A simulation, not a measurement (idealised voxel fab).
The process module presented herein is designated voxel wiring stack.
The width of the displayed cross-section, cut, is 210 nm; its cells are square, with a size of 5 nm.
Cross-sections here: square-cell grids, written as top-down lists of bands, a band being one or more rows of cells. Band: top and bottom heights (nm) first, top before bottom; then materials from left to right, widths in nm. "all across" marks a sole material filling the band edge to edge. "air" denotes empty space. Heights from 0 (as-received wafer is one material below). Bottom band endless downward, as "top 0, no bottom". Note: "30..40" means the width goes from the first number (top row of the band) to the second number (bottom row) in equal steps per row of cells. Basically "all unchanged" means that step didn't change any cell in the cross-section. Empty spaces without an open route to the top, at least 8 cells in extent, make up the entry "Sealed void list"; each is given as width x height at distance, where the distance is measured from the left edge, and all are in nm. Whatever follows a step's settings on its line is a remark the simulator itself makes about that step. "overlay nm" on a masked step: distance the mask lay right of its planned place, negative for left. Pairs from here to the end. Each: cross-section before one process step, cross-section after it, the latter only as far down as the lowest band that changed. Under each: the step between, and its settings. Mind that the pairs may be taken from different runs of this module on the same starting wafer; whether a pair continues from the pair above depends on its entry headed "Pre-step view", and it does only where that entry says so.

Pre-step view
    top 0, no bottom | Si all across
    Sealed void list: none

Section, Post-Step
    top 15, bottom 0 | SiO2 all across
    Under 0: no change, same as before.
    Sealed void list: none
The process step bridging the two cross-sections above: op CONFORMAL_DEP | material SiO2 | thk nm 15

Pre-step view: no separate figure, the pair right above already shows it after its step.

Section, Post-Step
    top 20, bottom 15 | TiN all across
    Under 15: no change, same as before.
    Sealed void list: none
The process step bridging the two cross-sections above: op DIRECTIONAL_DEP | material TiN | thk nm 5

Pre-step view: no separate figure, the pair right above already shows it after its step.

Section, Post-Step
    top 45, bottom 20 | Ru all across
    Under 20: no change, same as before.
    Sealed void list: none
The process step bridging the two cross-sections above: op DIRECTIONAL_DEP | material Ru | thk nm 25

Pre-step view: no separate figure, the pair right above already shows it after its step.

Section, Post-Step
    top 60, bottom 45 | aC all across
    Under 45: no change, same as before.
    Sealed void list: none
The process step bridging the two cross-sections above: op DIRECTIONAL_DEP | material aC | thk nm 15

Pre-step view: no separate figure, the pair right above already shows it after its step.

Section, Post-Step
    top 95, bottom 60 | air 60 / resist 30 / air 25 / resist 30 / air 65
    Under 60: no change, same as before.
    Sealed void list: none
The process step bridging the two cross-sections above: op PATTERN | tone cover | mask id METAL_1 | material resist | width nm 30 | pitch nm 55 | thk nm 35 | overlay nm 0

Pre-step view: no separate figure, the pair right above already shows it after its step.

Section, Post-Step
    top 80, bottom 60 | air 60 / resist 30 / air 25 / resist 30 / air 65
    top 60, bottom 45 | air 60 / aC 30 / air 25 / aC 30 / air 65
    Under 45: no change, same as before.
    Sealed void list: none
The process step bridging the two cross-sections above: op DIRECTIONAL_ETCH | etch materials aC | depth nm 15

Pre-step view: no separate figure, the pair right above already shows it after its step.

Section, Post-Step
    top 60, bottom 45 | air 60 / aC 30 / air 25 / aC 30 / air 65
    Under 45: no change, same as before.
    Sealed void list: none
The process step bridging the two cross-sections above: op STRIP | etch materials resist

Pre-step view: no separate figure, the pair right above already shows it after its step.

Section, Post-Step
    top 60, bottom 45 | air 60 / aC 30 / air 25 / aC 30 / air 65
    top 45, bottom 20 | air 60 / Ru 30 / air 25 / Ru 30 / air 65
    Under 20: no change, same as before.
    Sealed void list: none
The process step bridging the two cross-sections above: op DIRECTIONAL_ETCH | etch materials Ru | depth nm 25

Pre-step view: no separate figure, the pair right above already shows it after its step.

Section, Post-Step
    top 60, bottom 45 | air 60 / aC 30 / air 25 / aC 30 / air 65
    top 45, bottom 20 | air 60 / Ru 30 / air 25 / Ru 30 / air 65
    top 20, bottom 15 | air 60 / TiN 30 / air 25 / TiN 30 / air 65
    Under 15: no change, same as before.
    Sealed void list: none
The process step bridging the two cross-sections above: op DIRECTIONAL_ETCH | etch materials TiN | depth nm 5

Pre-step view: no separate figure, the pair right above already shows it after its step.

Section, Post-Step
    top 45, bottom 20 | air 60 / Ru 30 / air 25 / Ru 30 / air 65
    Under 20: no change, same as before.
    Sealed void list: none
The process step bridging the two cross-sections above: op STRIP | etch materials aC

Pre-step view: no separate figure, the pair right above already shows it after its step.

Section, Post-Step
    top 50, bottom 45 | air 55 / SiN 40 / air 15 / SiN 40 / air 60
    top 45, bottom 20 | air 55 / SiN 5 / Ru 30 / SiN 5 / air 15 / SiN 5 / Ru 30 / SiN 5 / air 60
    top 20, bottom 15 | SiN 60 / TiN 30 / SiN 25 / TiN 30 / SiN 65
    Under 15: no change, same as before.
    Sealed void list: none
The process step bridging the two cross-sections above: op CONFORMAL_DEP | material SiN | thk nm 5

Pre-step view: no separate figure, the pair right above already shows it after its step.

Section, Post-Step
    top 55, bottom 50 | SiO2 all across
    top 50, bottom 45 | SiO2 55 / SiN 40 / SiO2 15 / SiN 40 / SiO2 60
    top 45, bottom 20 | SiO2 55 / SiN 5 / Ru 30 / SiN 5 / SiO2 15 / SiN 5 / Ru 30 / SiN 5 / SiO2 60
    Under 20: no change, same as before.
    Sealed void list: none
The process step bridging the two cross-sections above: op FILL_DEP | material SiO2 | thk nm 5

Pre-step view: no separate figure, the pair right above already shows it after its step.

Section, Post-Step
    top 45, bottom 20 | SiO2 55 / SiN 5 / Ru 30 / SiN 5 / SiO2 15 / SiN 5 / Ru 30 / SiN 5 / SiO2 60
    Under 20: no change, same as before.
    Sealed void list: none
The process step bridging the two cross-sections above: op CMP | height nm 45

Pre-step view: no separate figure, the pair right above already shows it after its step.

Section, Post-Step
    top 50, bottom 45 | SiCN all across
    Under 45: no change, same as before.
    Sealed void list: none
The process step bridging the two cross-sections above: op CONFORMAL_DEP | material SiCN | thk nm 5

Pre-step view: no separate figure, the pair right above already shows it after its step.

Section, Post-Step
    top 85, bottom 50 | SiO2 all across
    Under 50: no change, same as before.
    Sealed void list: none
The process step bridging the two cross-sections above: op DIRECTIONAL_DEP | material SiO2 | thk nm 35

Pre-step view: no separate figure, the pair right above already shows it after its step.

Section, Post-Step
    top 85, bottom 50 | SiO2 60 / air 15 / SiO2 40 / air 15 / SiO2 80
    Under 50: no change, same as before.
    Sealed void list: none
The process step bridging the two cross-sections above: op MASKED_ETCH | tone open | mask id METAL_2_HOLES | width nm 15 | pitch nm 55 | etch materials SiO2 | depth nm 35 | overlay nm 0

Pre-step view: no separate figure, the pair right above already shows it after its step.

Section, Post-Step
    top 85, bottom 65 | SiO2 60 / air 30 / SiO2 25 / air 30 / SiO2 65
    Under 65: no change, same as before.
    Sealed void list: none
The process step bridging the two cross-sections above: op MASKED_ETCH | tone open | mask id METAL_2 | width nm 30 | pitch nm 55 | etch materials SiO2 | depth nm 20 | overlay nm 0

Pre-step view: no separate figure, the pair right above already shows it after its step.

Section, Post-Step
    top 85, bottom 65 | SiO2 60 / air 30 / SiO2 25 / air 30 / SiO2 65
    top 65, bottom 50 | SiO2 60 / air 15 / SiO2 40 / air 15 / SiO2 80
    top 50, bottom 45 | SiCN 60 / air 15 / SiCN 40 / air 15 / SiCN 80
    Under 45: no change, same as before.
    Sealed void list: none
The process step bridging the two cross-sections above: op MASKED_ETCH | tone open | mask id METAL_2 | width nm 30 | pitch nm 55 | etch materials SiCN | depth nm 5 | overlay nm 0

Pre-step view: no separate figure, the pair right above already shows it after its step.

Section, Post-Step
    top 90, bottom 85 | TiN 65 / air 20 / TiN 35 / air 20 / TiN 70
    top 85, bottom 70 | SiO2 60 / TiN 5 / air 20 / TiN 5 / SiO2 25 / TiN 5 / air 20 / TiN 5 / SiO2 65
    top 70, bottom 65 | SiO2 60 / TiN 5 / air 5 / TiN 20 / SiO2 25 / TiN 5 / air 5 / TiN 20 / SiO2 65
    top 65, bottom 50 | SiO2 60 / TiN 5 / air 5 / TiN 5 / SiO2 40 / TiN 5 / air 5 / TiN 5 / SiO2 80
    top 50, bottom 45 | SiCN 60 / TiN 15 / SiCN 40 / TiN 15 / SiCN 80
    Under 45: no change, same as before.
    Sealed void list: none
The process step bridging the two cross-sections above: op CONFORMAL_DEP | material TiN | thk nm 5

Pre-step view: no separate figure, the pair right above already shows it after its step.

Section, Post-Step
    top 95, bottom 90 | Ru all across
    top 90, bottom 85 | TiN 65 / Ru 20 / TiN 35 / Ru 20 / TiN 70
    top 85, bottom 70 | SiO2 60 / TiN 5 / Ru 20 / TiN 5 / SiO2 25 / TiN 5 / Ru 20 / TiN 5 / SiO2 65
    top 70, bottom 65 | SiO2 60 / TiN 5 / Ru 5 / TiN 20 / SiO2 25 / TiN 5 / Ru 5 / TiN 20 / SiO2 65
    top 65, bottom 50 | SiO2 60 / TiN 5 / Ru 5 / TiN 5 / SiO2 40 / TiN 5 / Ru 5 / TiN 5 / SiO2 80
    Under 50: no change, same as before.
    Sealed void list: none
The process step bridging the two cross-sections above: op FILL_DEP | material Ru | thk nm 5

Pre-step view: no separate figure, the pair right above already shows it after its step.

Section, Post-Step
    top 85, bottom 70 | SiO2 60 / TiN 5 / Ru 20 / TiN 5 / SiO2 25 / TiN 5 / Ru 20 / TiN 5 / SiO2 65
    Under 70: no change, same as before.
    Sealed void list: none
The process step bridging the two cross-sections above: op CMP | height nm 85

Pre-step view: no separate figure, the pair right above already shows it after its step.

Section, Post-Step
    top 90, bottom 85 | SiCN all across
    Under 85: no change, same as before.
    Sealed void list: none
The process step bridging the two cross-sections above: op CONFORMAL_DEP | material SiCN | thk nm 5

Pre-step view: no separate figure, the pair right above already shows it after its step.

Section, Post-Step
    top 105, bottom 90 | lowk all across
    Under 90: no change, same as before.
    Sealed void list: none
The process step bridging the two cross-sections above: op DIRECTIONAL_DEP | material lowk | thk nm 15

Pre-step view: no separate figure, the pair right above already shows it after its step.

Section, Post-Step
    top 125, bottom 105 | resist 60 / air 15 / resist 135
    Under 105: no change, same as before.
    Sealed void list: none
The process step bridging the two cross-sections above: op PATTERN | tone open | mask id PLUG_2 | material resist | width nm 15 | thk nm 20 | overlay nm 0

Pre-step view: no separate figure, the pair right above already shows it after its step.

Section, Post-Step
    top 125, bottom 105 | resist 60 / air 15 / resist 135
    top 105, bottom 90 | lowk 60 / air 15 / lowk 135
    Under 90: no change, same as before.
    Sealed void list: none
The process step bridging the two cross-sections above: op DIRECTIONAL_ETCH | etch materials lowk | depth nm 15

Pre-step view: no separate figure, the pair right above already shows it after its step.

Section, Post-Step
    top 125, bottom 105 | resist 60 / air 15 / resist 135
    top 105, bottom 90 | lowk 60 / air 15 / lowk 135
    top 90, bottom 85 | SiCN 60 / air 15 / SiCN 135
    Under 85: no change, same as before.
    Sealed void list: none
The process step bridging the two cross-sections above: op DIRECTIONAL_ETCH | etch materials SiCN | depth nm 5

Pre-step view: no separate figure, the pair right above already shows it after its step.

Section, Post-Step
    top 105, bottom 90 | lowk 60 / air 15 / lowk 135
    Under 90: no change, same as before.
    Sealed void list: none
The process step bridging the two cross-sections above: op STRIP | etch materials resist

Pre-step view: no separate figure, the pair right above already shows it after its step.

Section, Post-Step
    top 105, bottom 95 | lowk 60 / air 15 / lowk 135
    top 95, bottom 90 | lowk 60 / Ru 15 / lowk 135
    top 90, bottom 85 | SiCN 60 / Ru 15 / SiCN 135
    Under 85: no change, same as before.
    Sealed void list: none
The process step bridging the two cross-sections above: op EPI | material Ru | thk nm 10

Pre-step view: no separate figure, the pair right above already shows it after its step.

Section, Post-Step
    top 105, bottom 90 | lowk 60 / Ru 15 / lowk 135
    Under 90: no change, same as before.
    Sealed void list: none
The process step bridging the two cross-sections above: op EPI | material Ru | thk nm 10

Pre-step view: no separate figure, the pair right above already shows it after its step.

Section, Post-Step
    top 110, bottom 105 | TiN all across
    Under 105: no change, same as before.
    Sealed void list: none
The process step bridging the two cross-sections above: op DIRECTIONAL_DEP | material TiN | thk nm 5

Pre-step view: no separate figure, the pair right above already shows it after its step.

Section, Post-Step
    top 125, bottom 110 | Ru all across
    Under 110: no change, same as before.
    Sealed void list: none
The process step bridging the two cross-sections above: op DIRECTIONAL_DEP | material Ru | thk nm 15

Pre-step view: no separate figure, the pair right above already shows it after its step.

Section, Post-Step
    top 125, bottom 110 | air 60 / Ru 30 / air 25 / Ru 30 / air 65
    Under 110: no change, same as before.
    Sealed void list: none
The process step bridging the two cross-sections above: op MASKED_ETCH | tone cover | mask id METAL_3 | width nm 30 | pitch nm 55 | etch materials Ru | depth nm 15 | overlay nm 0

Pre-step view: no separate figure, the pair right above already shows it after its step.

Section, Post-Step
    top 125, bottom 110 | air 60 / Ru 30 / air 25 / Ru 30 / air 65
    top 110, bottom 105 | air 60 / TiN 30 / air 25 / TiN 30 / air 65
    Under 105: no change, same as before.
    Sealed void list: none
The process step bridging the two cross-sections above: op MASKED_ETCH | tone cover | mask id METAL_3 | width nm 30 | pitch nm 55 | etch materials TiN | depth nm 5 | overlay nm 0

Pre-step view: no separate figure, the pair right above already shows it after its step.

Section, Post-Step
    top 130, bottom 125 | air 55 / SiN 40 / air 15 / SiN 40 / air 60
    top 125, bottom 110 | air 55 / SiN 5 / Ru 30 / SiN 5 / air 15 / SiN 5 / Ru 30 / SiN 5 / air 60
    top 110, bottom 105 | SiN 60 / TiN 30 / SiN 25 / TiN 30 / SiN 65
    Under 105: no change, same as before.
    Sealed void list: none
The process step bridging the two cross-sections above: op CONFORMAL_DEP | material SiN | thk nm 5

Pre-step view: no separate figure, the pair right above already shows it after its step.

Section, Post-Step
    top 140, bottom 130 | SiO2 all across
    top 130, bottom 125 | SiO2 55 / SiN 40 / SiO2 15 / SiN 40 / SiO2 60
    top 125, bottom 110 | SiO2 55 / SiN 5 / Ru 30 / SiN 5 / SiO2 15 / SiN 5 / Ru 30 / SiN 5 / SiO2 60
    Under 110: no change, same as before.
    Sealed void list: none
The process step bridging the two cross-sections above: op FILL_DEP | material SiO2 | thk nm 10

Pre-step view: no separate figure, the pair right above already shows it after its step.

Section, Post-Step
    top 125, bottom 110 | SiO2 55 / SiN 5 / Ru 30 / SiN 5 / SiO2 15 / SiN 5 / Ru 30 / SiN 5 / SiO2 60
    Under 110: no change, same as before.
    Sealed void list: none
The process step bridging the two cross-sections above: op CMP | height nm 125

Pre-step view: no separate figure, the pair right above already shows it after its step.

Section, Post-Step
    top 130, bottom 125 | SiN all across
    Under 125: no change, same as before.
    Sealed void list: none
The process step bridging the two cross-sections above: op CONFORMAL_DEP | material SiN | thk nm 5

Pre-step view
    top 105, bottom 90 | lowk 60 / Ru 15 / lowk 135
    top 90, bottom 85 | SiCN 60 / Ru 15 / SiCN 135
    top 85, bottom 70 | SiO2 60 / TiN 5 / Ru 20 / TiN 5 / SiO2 25 / TiN 5 / Ru 20 / TiN 5 / SiO2 65
    top 70, bottom 65 | SiO2 60 / TiN 5 / Ru 5 / TiN 20 / SiO2 25 / TiN 5 / Ru 5 / TiN 20 / SiO2 65
    top 65, bottom 50 | SiO2 60 / TiN 5 / Ru 5 / TiN 5 / SiO2 40 / TiN 5 / Ru 5 / TiN 5 / SiO2 80
    top 50, bottom 45 | SiCN 60 / TiN 15 / SiCN 40 / TiN 15 / SiCN 80
    top 45, bottom 20 | SiO2 55 / SiN 5 / Ru 30 / SiN 5 / SiO2 15 / SiN 5 / Ru 30 / SiN 5 / SiO2 60
    top 20, bottom 15 | SiN 60 / TiN 30 / SiN 25 / TiN 30 / SiN 65
    top 15, bottom 0 | SiO2 all across
    top 0, no bottom | Si all across
    Sealed void list: none

Section, Post-Step
    top 120, bottom 105 | Ru all across
    Under 105: no change, same as before.
    Sealed void list: none
The process step bridging the two cross-sections above: op DIRECTIONAL_DEP | material Ru | thk nm 15

Pre-step view: no separate figure, the pair right above already shows it after its step.

Section, Post-Step
    top 120, bottom 105 | air 60 / Ru 30 / air 25 / Ru 30 / air 65
    Under 105: no change, same as before.
    Sealed void list: none
The process step bridging the two cross-sections above: op MASKED_ETCH | tone cover | mask id METAL_3 | width nm 30 | pitch nm 55 | etch materials Ru | depth nm 15 | overlay nm 0

Pre-step view: no separate figure, the pair right above already shows it after its step.

Section, Post-Step
    top 125, bottom 120 | air 55 / SiN 40 / air 15 / SiN 40 / air 60
    top 120, bottom 110 | air 55 / SiN 5 / Ru 30 / SiN 5 / air 15 / SiN 5 / Ru 30 / SiN 5 / air 60
    top 110, bottom 105 | SiN 60 / Ru 30 / SiN 25 / Ru 30 / SiN 65
    Under 105: no change, same as before.
    Sealed void list: none
The process step bridging the two cross-sections above: op CONFORMAL_DEP | material SiN | thk nm 5

Pre-step view: no separate figure, the pair right above already shows it after its step.

Section, Post-Step
    top 135, bottom 125 | SiO2 all across
    top 125, bottom 120 | SiO2 55 / SiN 40 / SiO2 15 / SiN 40 / SiO2 60
    top 120, bottom 110 | SiO2 55 / SiN 5 / Ru 30 / SiN 5 / SiO2 15 / SiN 5 / Ru 30 / SiN 5 / SiO2 60
    Under 110: no change, same as before.
    Sealed void list: none
The process step bridging the two cross-sections above: op FILL_DEP | material SiO2 | thk nm 10

Pre-step view: no separate figure, the pair right above already shows it after its step.

Section, Post-Step
    top 125, bottom 120 | SiO2 55 / SiN 40 / SiO2 15 / SiN 40 / SiO2 60
    Under 120: no change, same as before.
    Sealed void list: none
The process step bridging the two cross-sections above: op CMP | height nm 125

Pre-step view: no separate figure, the pair right above already shows it after its step.

Section, Post-Step
    top 130, bottom 125 | SiN all across
    Under 125: no change, same as before.
    Sealed void list: none
The process step bridging the two cross-sections above: op CONFORMAL_DEP | material SiN | thk nm 5

Pre-step view
    top 85, bottom 65 | SiO2 60 / air 30 / SiO2 25 / air 30 / SiO2 65
    top 65, bottom 50 | SiO2 60 / air 15 / SiO2 40 / air 15 / SiO2 80
    top 50, bottom 45 | SiCN all across
    top 45, bottom 20 | SiO2 55 / SiN 5 / Ru 30 / SiN 5 / SiO2 15 / SiN 5 / Ru 30 / SiN 5 / SiO2 60
    top 20, bottom 15 | SiN 60 / TiN 30 / SiN 25 / TiN 30 / SiN 65
    top 15, bottom 0 | SiO2 all across
    top 0, no bottom | Si all across
    Sealed void list: none

Section, Post-Step
    top 85, bottom 50 | SiO2 60 / air 30 / SiO2 25 / air 30 / SiO2 65
    Under 50: no change, same as before.
    Sealed void list: none
The process step bridging the two cross-sections above: op MASKED_ETCH | tone open | mask id METAL_2 | width nm 30 | pitch nm 55 | etch materials SiO2 | depth nm 20 | overlay nm 0

Pre-step view: no separate figure, the pair right above already shows it after its step.

Section, Post-Step
    top 85, bottom 50 | SiO2 60 / air 30 / SiO2 25 / air 30 / SiO2 65
    top 50, bottom 45 | SiCN 60 / air 30 / SiCN 25 / air 30 / SiCN 65
    Under 45: no change, same as before.
    Sealed void list: none
The process step bridging the two cross-sections above: op MASKED_ETCH | tone open | mask id METAL_2 | width nm 30 | pitch nm 55 | etch materials SiCN | depth nm 5 | overlay nm 0

Pre-step view: no separate figure, the pair right above already shows it after its step.

Section, Post-Step
    top 90, bottom 85 | TiN 65 / air 20 / TiN 35 / air 20 / TiN 70
    top 85, bottom 50 | SiO2 60 / TiN 5 / air 20 / TiN 5 / SiO2 25 / TiN 5 / air 20 / TiN 5 / SiO2 65
    top 50, bottom 45 | SiCN 60 / TiN 30 / SiCN 25 / TiN 30 / SiCN 65
    Under 45: no change, same as before.
    Sealed void list: none
The process step bridging the two cross-sections above: op CONFORMAL_DEP | material TiN | thk nm 5

Pre-step view: no separate figure, the pair right above already shows it after its step.

Section, Post-Step
    top 95, bottom 90 | Ru all across
    top 90, bottom 85 | TiN 65 / Ru 20 / TiN 35 / Ru 20 / TiN 70
    top 85, bottom 50 | SiO2 60 / TiN 5 / Ru 20 / TiN 5 / SiO2 25 / TiN 5 / Ru 20 / TiN 5 / SiO2 65
    Under 50: no change, same as before.
    Sealed void list: none
The process step bridging the two cross-sections above: op FILL_DEP | material Ru | thk nm 5

Pre-step view: no separate figure, the pair right above already shows it after its step.

Section, Post-Step
    top 85, bottom 50 | SiO2 60 / TiN 5 / Ru 20 / TiN 5 / SiO2 25 / TiN 5 / Ru 20 / TiN 5 / SiO2 65
    Under 50: no change, same as before.
    Sealed void list: none
The process step bridging the two cross-sections above: op CMP | height nm 85

Pre-step view: no separate figure, the pair right above already shows it after its step.

Section, Post-Step
    top 90, bottom 85 | SiCN all across
    Under 85: no change, same as before.
    Sealed void list: none
The process step bridging the two cross-sections above: op CONFORMAL_DEP | material SiCN | thk nm 5

Pre-step view: no separate figure, the pair right above already shows it after its step.

Section, Post-Step
    top 105, bottom 90 | lowk all across
    Under 90: no change, same as before.
    Sealed void list: none
The process step bridging the two cross-sections above: op DIRECTIONAL_DEP | material lowk | thk nm 15

Pre-step view: no separate figure, the pair right above already shows it after its step.

Section, Post-Step
    top 125, bottom 105 | resist 60 / air 15 / resist 135
    Under 105: no change, same as before.
    Sealed void list: none
The process step bridging the two cross-sections above: op PATTERN | tone open | mask id PLUG_2 | material resist | width nm 15 | thk nm 20 | overlay nm 0

Pre-step view: no separate figure, the pair right above already shows it after its step.

Section, Post-Step
    top 125, bottom 105 | resist 60 / air 15 / resist 135
    top 105, bottom 90 | lowk 60 / air 15 / lowk 135
    Under 90: no change, same as before.
    Sealed void list: none
The process step bridging the two cross-sections above: op DIRECTIONAL_ETCH | etch materials lowk | depth nm 15

Pre-step view: no separate figure, the pair right above already shows it after its step.

Section, Post-Step
    top 125, bottom 105 | resist 60 / air 15 / resist 135
    top 105, bottom 90 | lowk 60 / air 15 / lowk 135
    top 90, bottom 85 | SiCN 60 / air 15 / SiCN 135
    Under 85: no change, same as before.
    Sealed void list: none
The process step bridging the two cross-sections above: op DIRECTIONAL_ETCH | etch materials SiCN | depth nm 5

Pre-step view: no separate figure, the pair right above already shows it after its step.

Section, Post-Step
    top 105, bottom 90 | lowk 60 / air 15 / lowk 135
    Under 90: no change, same as before.
    Sealed void list: none
The process step bridging the two cross-sections above: op STRIP | etch materials resist

Pre-step view: no separate figure, the pair right above already shows it after its step.

Section, Post-Step
    top 105, bottom 95 | lowk 60 / air 15 / lowk 135
    top 95, bottom 90 | lowk 60 / Ru 15 / lowk 135
    top 90, bottom 85 | SiCN 60 / Ru 15 / SiCN 135
    Under 85: no change, same as before.
    Sealed void list: none
The process step bridging the two cross-sections above: op EPI | material Ru | thk nm 10

Pre-step view: no separate figure, the pair right above already shows it after its step.

Section, Post-Step
    top 105, bottom 90 | lowk 60 / Ru 15 / lowk 135
    Under 90: no change, same as before.
    Sealed void list: none
The process step bridging the two cross-sections above: op EPI | material Ru | thk nm 10

Pre-step view: no separate figure, the pair right above already shows it after its step.

Section, Post-Step
    top 110, bottom 105 | TiN all across
    Under 105: no change, same as before.
    Sealed void list: none
The process step bridging the two cross-sections above: op DIRECTIONAL_DEP | material TiN | thk nm 5

Pre-step view: no separate figure, the pair right above already shows it after its step.

Section, Post-Step
    top 125, bottom 110 | Ru all across
    Under 110: no change, same as before.
    Sealed void list: none
The process step bridging the two cross-sections above: op DIRECTIONAL_DEP | material Ru | thk nm 15

Pre-step view: no separate figure, the pair right above already shows it after its step.

Section, Post-Step
    top 125, bottom 110 | air 60 / Ru 30 / air 25 / Ru 30 / air 65
    Under 110: no change, same as before.
    Sealed void list: none
The process step bridging the two cross-sections above: op MASKED_ETCH | tone cover | mask id METAL_3 | width nm 30 | pitch nm 55 | etch materials Ru | depth nm 15 | overlay nm 0

Pre-step view: no separate figure, the pair right above already shows it after its step.

Section, Post-Step
    top 125, bottom 110 | air 60 / Ru 30 / air 25 / Ru 30 / air 65
    top 110, bottom 105 | air 60 / TiN 30 / air 25 / TiN 30 / air 65
    Under 105: no change, same as before.
    Sealed void list: none
The process step bridging the two cross-sections above: op MASKED_ETCH | tone cover | mask id METAL_3 | width nm 30 | pitch nm 55 | etch materials TiN | depth nm 5 | overlay nm 0

Pre-step view: no separate figure, the pair right above already shows it after its step.

Section, Post-Step
    top 130, bottom 125 | air 55 / SiN 40 / air 15 / SiN 40 / air 60
    top 125, bottom 110 | air 55 / SiN 5 / Ru 30 / SiN 5 / air 15 / SiN 5 / Ru 30 / SiN 5 / air 60
    top 110, bottom 105 | SiN 60 / TiN 30 / SiN 25 / TiN 30 / SiN 65
    Under 105: no change, same as before.
    Sealed void list: none
The process step bridging the two cross-sections above: op CONFORMAL_DEP | material SiN | thk nm 5

Pre-step view: no separate figure, the pair right above already shows it after its step.

Section, Post-Step
    top 140, bottom 130 | SiO2 all across
    top 130, bottom 125 | SiO2 55 / SiN 40 / SiO2 15 / SiN 40 / SiO2 60
    top 125, bottom 110 | SiO2 55 / SiN 5 / Ru 30 / SiN 5 / SiO2 15 / SiN 5 / Ru 30 / SiN 5 / SiO2 60
    Under 110: no change, same as before.
    Sealed void list: none
The process step bridging the two cross-sections above: op FILL_DEP | material SiO2 | thk nm 10

Pre-step view: no separate figure, the pair right above already shows it after its step.

Section, Post-Step
    top 125, bottom 110 | SiO2 55 / SiN 5 / Ru 30 / SiN 5 / SiO2 15 / SiN 5 / Ru 30 / SiN 5 / SiO2 60
    Under 110: no change, same as before.
    Sealed void list: none
The process step bridging the two cross-sections above: op CMP | height nm 125

Pre-step view: no separate figure, the pair right above already shows it after its step.

Section, Post-Step
    top 130, bottom 125 | SiN all across
    Under 125: no change, same as before.
    Sealed void list: none
The process step bridging the two cross-sections above: op CONFORMAL_DEP | material SiN | thk nm 5

Pre-step view
    top 45, bottom 20 | SiO2 55 / SiN 5 / Ru 30 / SiN 5 / SiO2 15 / SiN 5 / Ru 30 / SiN 5 / SiO2 60
    top 20, bottom 15 | SiN 60 / TiN 30 / SiN 25 / TiN 30 / SiN 65
    top 15, bottom 0 | SiO2 all across
    top 0, no bottom | Si all across
    Sealed void list: none

Section, Post-Step
    top 80, bottom 45 | SiO2 all across
    Under 45: no change, same as before.
    Sealed void list: none
The process step bridging the two cross-sections above: op DIRECTIONAL_DEP | material SiO2 | thk nm 35

Pre-step view: no separate figure, the pair right above already shows it after its step.

Section, Post-Step
    top 85, bottom 80 | SiCN all across
    Under 80: no change, same as before.
    Sealed void list: none
The process step bridging the two cross-sections above: op CONFORMAL_DEP | material SiCN | thk nm 5

Pre-step view: no separate figure, the pair right above already shows it after its step.

Section, Post-Step
    top 85, bottom 80 | SiCN 60 / air 30 / SiCN 25 / air 30 / SiCN 65
    Under 80: no change, same as before.
    Sealed void list: none
The process step bridging the two cross-sections above: op MASKED_ETCH | tone open | mask id METAL_2 | width nm 30 | pitch nm 55 | etch materials SiCN | depth nm 5 | overlay nm 0

Pre-step view: no separate figure, the pair right above already shows it after its step.

Section, Post-Step
    top 90, bottom 85 | TiN 65 / air 20 / TiN 35 / air 20 / TiN 70
    top 85, bottom 80 | SiCN 60 / TiN 30 / SiCN 25 / TiN 30 / SiCN 65
    Under 80: no change, same as before.
    Sealed void list: none
The process step bridging the two cross-sections above: op CONFORMAL_DEP | material TiN | thk nm 5

Pre-step view: no separate figure, the pair right above already shows it after its step.

Section, Post-Step
    top 95, bottom 90 | Ru all across
    top 90, bottom 85 | TiN 65 / Ru 20 / TiN 35 / Ru 20 / TiN 70
    Under 85: no change, same as before.
    Sealed void list: none
The process step bridging the two cross-sections above: op FILL_DEP | material Ru | thk nm 5

Pre-step view: no separate figure, the pair right above already shows it after its step.

Section, Post-Step
    top 85, bottom 80 | SiCN 60 / TiN 30 / SiCN 25 / TiN 30 / SiCN 65
    Under 80: no change, same as before.
    Sealed void list: none
The process step bridging the two cross-sections above: op CMP | height nm 85

Pre-step view: no separate figure, the pair right above already shows it after its step.

Section, Post-Step
    top 90, bottom 85 | SiCN all across
    Under 85: no change, same as before.
    Sealed void list: none
The process step bridging the two cross-sections above: op CONFORMAL_DEP | material SiCN | thk nm 5

Pre-step view: no separate figure, the pair right above already shows it after its step.

Section, Post-Step
    top 105, bottom 90 | lowk all across
    Under 90: no change, same as before.
    Sealed void list: none
The process step bridging the two cross-sections above: op DIRECTIONAL_DEP | material lowk | thk nm 15

Pre-step view: no separate figure, the pair right above already shows it after its step.

Section, Post-Step
    top 125, bottom 105 | resist 60 / air 15 / resist 135
    Under 105: no change, same as before.
    Sealed void list: none
The process step bridging the two cross-sections above: op PATTERN | tone open | mask id PLUG_2 | material resist | width nm 15 | thk nm 20 | overlay nm 0

Pre-step view: no separate figure, the pair right above already shows it after its step.

Section, Post-Step
    top 125, bottom 105 | resist 60 / air 15 / resist 135
    top 105, bottom 90 | lowk 60 / air 15 / lowk 135
    Under 90: no change, same as before.
    Sealed void list: none
The process step bridging the two cross-sections above: op DIRECTIONAL_ETCH | etch materials lowk | depth nm 15

Pre-step view: no separate figure, the pair right above already shows it after its step.

Section, Post-Step
    top 125, bottom 105 | resist 60 / air 15 / resist 135
    top 105, bottom 90 | lowk 60 / air 15 / lowk 135
    top 90, bottom 85 | SiCN 60 / air 15 / SiCN 135
    Under 85: no change, same as before.
    Sealed void list: none
The process step bridging the two cross-sections above: op DIRECTIONAL_ETCH | etch materials SiCN | depth nm 5

Pre-step view: no separate figure, the pair right above already shows it after its step.

Section, Post-Step
    top 105, bottom 90 | lowk 60 / air 15 / lowk 135
    Under 90: no change, same as before.
    Sealed void list: none
The process step bridging the two cross-sections above: op STRIP | etch materials resist

Pre-step view: no separate figure, the pair right above already shows it after its step.

Section, Post-Step
    top 105, bottom 95 | lowk 60 / air 15 / lowk 135
    top 95, bottom 90 | lowk 60 / Ru 15 / lowk 135
    top 90, bottom 85 | SiCN 60 / Ru 15 / SiCN 135
    Under 85: no change, same as before.
    Sealed void list: none
The process step bridging the two cross-sections above: op EPI | material Ru | thk nm 10

Pre-step view: no separate figure, the pair right above already shows it after its step.

Section, Post-Step
    top 105, bottom 90 | lowk 60 / Ru 15 / lowk 135
    Under 90: no change, same as before.
    Sealed void list: none
The process step bridging the two cross-sections above: op EPI | material Ru | thk nm 10

Pre-step view: no separate figure, the pair right above already shows it after its step.

Section, Post-Step
    top 110, bottom 105 | TiN all across
    Under 105: no change, same as before.
    Sealed void list: none
The process step bridging the two cross-sections above: op DIRECTIONAL_DEP | material TiN | thk nm 5

Pre-step view: no separate figure, the pair right above already shows it after its step.

Section, Post-Step
    top 125, bottom 110 | Ru all across
    Under 110: no change, same as before.
    Sealed void list: none
The process step bridging the two cross-sections above: op DIRECTIONAL_DEP | material Ru | thk nm 15
